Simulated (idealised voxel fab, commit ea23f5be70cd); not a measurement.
process module | voxel capacitor over wiring
cross-section cut | 235 nm wide | cells 5 nm
A cross-section is a grid of square cells, given in bands from the top down. A band is one or more rows of cells.
Each band's line starts with the height of the band's top and of its bottom, in nm. Then come its materials from left to right, each with its width in nm. One material with "throughout" fills the band from edge to edge. "air" is empty space.
Height 0 is the level under which the wafer as received is all one material. The lowest band goes on downwards, as in "0 down".
A width such as "30 to 40" changes by the same amount from each row of cells to the next, from the band's top row to its bottom row.
"no change" after a step means that no cell of the cross-section changed.
closed voids: empty space of 8 cells or more with no open way to the top, each as width x height at its distance from the left edge, in nm
after a step's settings: what the simulator itself notes on the step
overlay nm, on a step with a mask: how far to the right of its planned place the mask lay; to the left if negative
plan
1 op RECEIVE | material Si
2 op CONFORMAL_DEP | material SiO2 | thk nm 10
3 op CONFORMAL_DEP | material SiCN | thk nm 5
4 op DIRECTIONAL_DEP | material lowk | thk nm 20
5 op DIRECTIONAL_DEP | material aC | thk nm 15
6 op PATTERN | tone open | mask id METAL_1 | material resist | width nm 30 | pitch nm 85 | thk nm 30 | overlay nm 0
7 op DIRECTIONAL_ETCH | etch materials aC | depth nm 15
8 op STRIP | etch materials resist
9 op DIRECTIONAL_ETCH | etch materials lowk | depth nm 20
10 op DIRECTIONAL_ETCH | etch materials SiCN | depth nm 5
11 op STRIP | etch materials aC
12 op CONFORMAL_DEP | material TiN | thk nm 5
13 op FILL_DEP | material Ru | thk nm 10
14 op CMP | height nm 35
15 op CONFORMAL_DEP | material SiCN | thk nm 5
16 op DIRECTIONAL_DEP | material lowk | thk nm 10
17 op MASKED_ETCH | tone open | mask id PLUG_1 | width nm 15 | etch materials lowk | depth nm 10 | overlay nm -15
18 op MASKED_ETCH | tone open | mask id PLUG_1 | width nm 15 | etch materials SiCN | depth nm 5 | overlay nm 0
19 op EPI | material Ru | thk nm 10
20 op EPI | material Ru | thk nm 5
21 op DIRECTIONAL_DEP | material TiN | thk nm 10
22 op DIRECTIONAL_DEP | material HfO2 | thk nm 5
23 op DIRECTIONAL_DEP | material TiN | thk nm 5
24 op PATTERN | tone cover | mask id UPPER_PLATE | material resist | width nm 60 | thk nm 15 | overlay nm 0
25 op DIRECTIONAL_ETCH | etch materials TiN | depth nm 5
26 op DIRECTIONAL_ETCH | etch materials HfO2 | depth nm 5
27 op STRIP | etch materials resist
28 op PATTERN | tone cover | mask id LOWER_PLATE | material resist | width nm 70 | thk nm 20 | overlay nm 0
29 op DIRECTIONAL_ETCH | etch materials TiN | depth nm 10
30 op STRIP | etch materials resist
31 op FILL_DEP | material SiO2 | thk nm 20
32 op CMP | height nm 85
33 op DIRECTIONAL_DEP | material aC | thk nm 10
34 op PATTERN | tone open | mask id PLUG_2 | material resist | width nm 15 | thk nm 30 | overlay nm 0
35 op DIRECTIONAL_ETCH | etch materials aC | depth nm 10
36 op STRIP | etch materials resist
37 op DIRECTIONAL_ETCH | etch materials SiO2 | depth nm 15
38 op STRIP | etch materials aC
39 op CONFORMAL_DEP | material TiN | thk nm 5
40 op FILL_DEP | material Cu | thk nm 5
41 op CMP | height nm 85
42 op CONFORMAL_DEP | material SiN | thk nm 5
varied across the wafers: overlay nm of step 17. The plan shows the first wafer's value. All wafers start alike
first wafer as received, after step 1
  0 down: Si throughout
  closed voids: none
each wafer at the end: cells of each material gained (+) or lost (-) since it was received, then its closed voids
overlay nm -15 | +2 Cu | +12 HfO2 | +32 Ru | +82 SiCN | +47 SiN | +368 SiO2 | +75 TiN | +228 lowk | closed voids: none
overlay nm -10 | +2 Cu | +12 HfO2 | +39 Ru | +81 SiCN | +47 SiN | +362 SiO2 | +75 TiN | +228 lowk | closed voids: none
overlay nm -5 | +2 Cu | +12 HfO2 | +40 Ru | +80 SiCN | +47 SiN | +362 SiO2 | +75 TiN | +228 lowk | closed voids: none
overlay nm 0 | +2 Cu | +12 HfO2 | +41 Ru | +79 SiCN | +47 SiN | +362 SiO2 | +75 TiN | +228 lowk | closed voids: none
overlay nm 5 | +2 Cu | +12 HfO2 | +40 Ru | +80 SiCN | +47 SiN | +362 SiO2 | +75 TiN | +228 lowk | closed voids: none
overlay nm 10 | +2 Cu | +12 HfO2 | +39 Ru | +81 SiCN | +47 SiN | +362 SiO2 | +75 TiN | +228 lowk | closed voids: none
overlay nm 15 | +2 Cu | +12 HfO2 | +32 Ru | +82 SiCN | +47 SiN | +368 SiO2 | +75 TiN | +228 lowk | closed voids: none
